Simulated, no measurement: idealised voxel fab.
Process module under the name voxel tone inversion
It is cross-section cut that appears here, measuring 250 nm in width, its square cells being 5 nm in size.
In what follows, cross-sections appear as grids of square cells, described through bands that run from the top down, where every band is one or more rows of cells. Top height, bottom height, nm. Materials left to right, width each, nm. Single material + "full width" = fills band edge to edge. "blank" = empty. Zero point of the height axis is 0; under it, received wafer = one material. Lowest band: continues down indefinitely, "from 0 down". A width given as "30 to 40" starts at the first number in the band's top row and ends at the second number in its bottom row, shifting by an equal amount at every step from row to row. Where the words "everything unchanged" appear for a step, the cross-section shows no cell changed by that step; every cell remained as before. You'll see "Fully sealed voids" listing empty spaces that have no way open to the top, as long as they're 8 cells or more; the notation is width x height at distance, where the distance is from the left edge, and all of it is in nm. The remark found on a step's line after its settings is issued by the simulator itself and pertains to that step. What "overlay nm" on a step's line means: if the step has a mask, that mask lay this far to the right of its planned place, or, when the value is negative, to the left.

[Planned step list for the process]
step 1: RECEIVE | material Si
step 2: CONFORMAL_DEP | material SiN | thk nm 5
step 3: DIRECTIONAL_DEP | material polySi | thk nm 15
step 4: PATTERN | tone cover | mask id POSTS | material resist | width nm 15 | pitch nm 45 | thk nm 20 | overlay nm 0
step 5: DIRECTIONAL_ETCH | etch materials polySi | depth nm 15
step 6: STRIP | etch materials resist
step 7: FILL_DEP | material SiO2 | thk nm 5
step 8: CMP | height nm 20
step 9: STRIP | etch materials polySi
step 10: CONFORMAL_DEP | material TiN | thk nm 5
step 11: FILL_DEP | material Ru | thk nm 10
step 12: CMP | height nm 20
step 13: CONFORMAL_DEP | material SiN | thk nm 5

[On the first of the two wafers: run conducted according to plan]

[Step 1 complete: cross-section of the wafer as received]
    from 0 down = Si full width
    Fully sealed voids: none

[Cross-section: wafer state after step 2]
    from 5 to 0 = SiN full width
    Below 0, the layers are the same as they were.

[Cross-section: wafer state after step 3]
    from 20 to 5 = polySi full width
    Below 5, the layers are the same as they were.

[Cross-section: wafer state after step 4]
    from 40 to 20 = blank (50) / resist (15) / blank (30) / resist (15) / blank (30) / resist (15) / blank (30) / resist (15) / blank (50)
    Below 20, the layers are the same as they were.

[Cross-section: wafer state after step 5]
    from 40 to 20 = blank (50) / resist (15) / blank (30) / resist (15) / blank (30) / resist (15) / blank (30) / resist (15) / blank (50)
    from 20 to 5 = blank (50) / polySi (15) / blank (30) / polySi (15) / blank (30) / polySi (15) / blank (30) / polySi (15) / blank (50)
    Below 5, the layers are the same as they were.

[Cross-section: wafer state after step 6]
    from 20 to 5 = blank (50) / polySi (15) / blank (30) / polySi (15) / blank (30) / polySi (15) / blank (30) / polySi (15) / blank (50)
    Below 5, the layers are the same as they were.

[Cross-section: wafer state after step 7]
    from 25 to 20 = SiO2 full width
    from 20 to 5 = SiO2 (50) / polySi (15) / SiO2 (30) / polySi (15) / SiO2 (30) / polySi (15) / SiO2 (30) / polySi (15) / SiO2 (50)
    Below 5, the layers are the same as they were.

[Cross-section: wafer state after step 8]
    from 20 to 5 = SiO2 (50) / polySi (15) / SiO2 (30) / polySi (15) / SiO2 (30) / polySi (15) / SiO2 (30) / polySi (15) / SiO2 (50)
    Below 5, the layers are the same as they were.

[Cross-section: wafer state after step 9]
    from 20 to 5 = SiO2 (50) / blank (15) / SiO2 (30) / blank (15) / SiO2 (30) / blank (15) / SiO2 (30) / blank (15) / SiO2 (50)
    Below 5, the layers are the same as they were.

[Cross-section: wafer state after step 10]
    from 25 to 20 = TiN (55) / blank (5) / TiN (40) / blank (5) / TiN (40) / blank (5) / TiN (40) / blank (5) / TiN (55)
    from 20 to 10 = SiO2 (50) / TiN (5) / blank (5) / TiN (5) / SiO2 (30) / TiN (5) / blank (5) / TiN (5) / SiO2 (30) / TiN (5) / blank (5) / TiN (5) / SiO2 (30) / TiN (5) / blank (5) / TiN (5) / SiO2 (50)
    from 10 to 5 = SiO2 (50) / TiN (15) / SiO2 (30) / TiN (15) / SiO2 (30) / TiN (15) / SiO2 (30) / TiN (15) / SiO2 (50)
    Below 5, the layers are the same as they were.

[Cross-section: wafer state after step 11]
    from 35 to 25 = Ru full width
    from 25 to 20 = TiN (55) / Ru (5) / TiN (40) / Ru (5) / TiN (40) / Ru (5) / TiN (40) / Ru (5) / TiN (55)
    from 20 to 10 = SiO2 (50) / TiN (5) / Ru (5) / TiN (5) / SiO2 (30) / TiN (5) / Ru (5) / TiN (5) / SiO2 (30) / TiN (5) / Ru (5) / TiN (5) / SiO2 (30) / TiN (5) / Ru (5) / TiN (5) / SiO2 (50)
    Below 10, the layers are the same as they were.

[Cross-section: wafer state after step 12]
    from 20 to 10 = SiO2 (50) / TiN (5) / Ru (5) / TiN (5) / SiO2 (30) / TiN (5) / Ru (5) / TiN (5) / SiO2 (30) / TiN (5) / Ru (5) / TiN (5) / SiO2 (30) / TiN (5) / Ru (5) / TiN (5) / SiO2 (50)
    Below 10, the layers are the same as they were.

[Cross-section: wafer state after step 13]
    from 25 to 20 = SiN full width
    Below 20, the layers are the same as they were.

[Second of two: same start, same plan, one run error; steps up to and including 1 match the first]

[Here is the second wafer in cross-section at the point where step 2 of the plan should have been done]
    from 15 to 0 = polySi full width
    Below 0, the layers are the same as they were.

[Here is the second wafer in cross-section at the point where step 3 of the plan should have been done]
    from 20 to 15 = SiN full width
    Below 15, the layers are the same as they were.

[Here is the second wafer in cross-section at the point where step 4 of the plan should have been done]
    from 40 to 20 = blank (50) / resist (15) / blank (30) / resist (15) / blank (30) / resist (15) / blank (30) / resist (15) / blank (50)
    Below 20, the layers are the same as they were.

Here is the second wafer in cross-section at the point where step 5 of the plan should have been done: everything unchanged

[Here is the second wafer in cross-section at the point where step 6 of the plan should have been done]
    from 20 to 15 = SiN full width
    Below 15, the layers are the same as they were.

[Here is the second wafer in cross-section at the point where step 7 of the plan should have been done]
    from 25 to 20 = SiO2 full width
    Below 20, the layers are the same as they were.

[Here is the second wafer in cross-section at the point where step 8 of the plan should have been done]
    from 20 to 15 = SiN full width
    Below 15, the layers are the same as they were.

Here is the second wafer in cross-section at the point where step 9 of the plan should have been done: everything unchanged

[Here is the second wafer in cross-section at the point where step 10 of the plan should have been done]
    from 25 to 20 = TiN full width
    Below 20, the layers are the same as they were.

[Here is the second wafer in cross-section at the point where step 11 of the plan should have been done]
    from 35 to 25 = Ru full width
    Below 25, the layers are the same as they were.

[Here is the second wafer in cross-section at the point where step 12 of the plan should have been done]
    from 20 to 15 = SiN full width
    Below 15, the layers are the same as they were.

[Here is the second wafer in cross-section at the point where step 13 of the plan should have been done]
    from 25 to 15 = SiN full width
    Below 15, the layers are the same as they were.
What went wrong in running the wafer? order of steps 2 and 3 inverted relative to the plan
at the end the second wafer has, in cells: -8 Ru, -114 SiO2, -28 TiN, +150 polySi
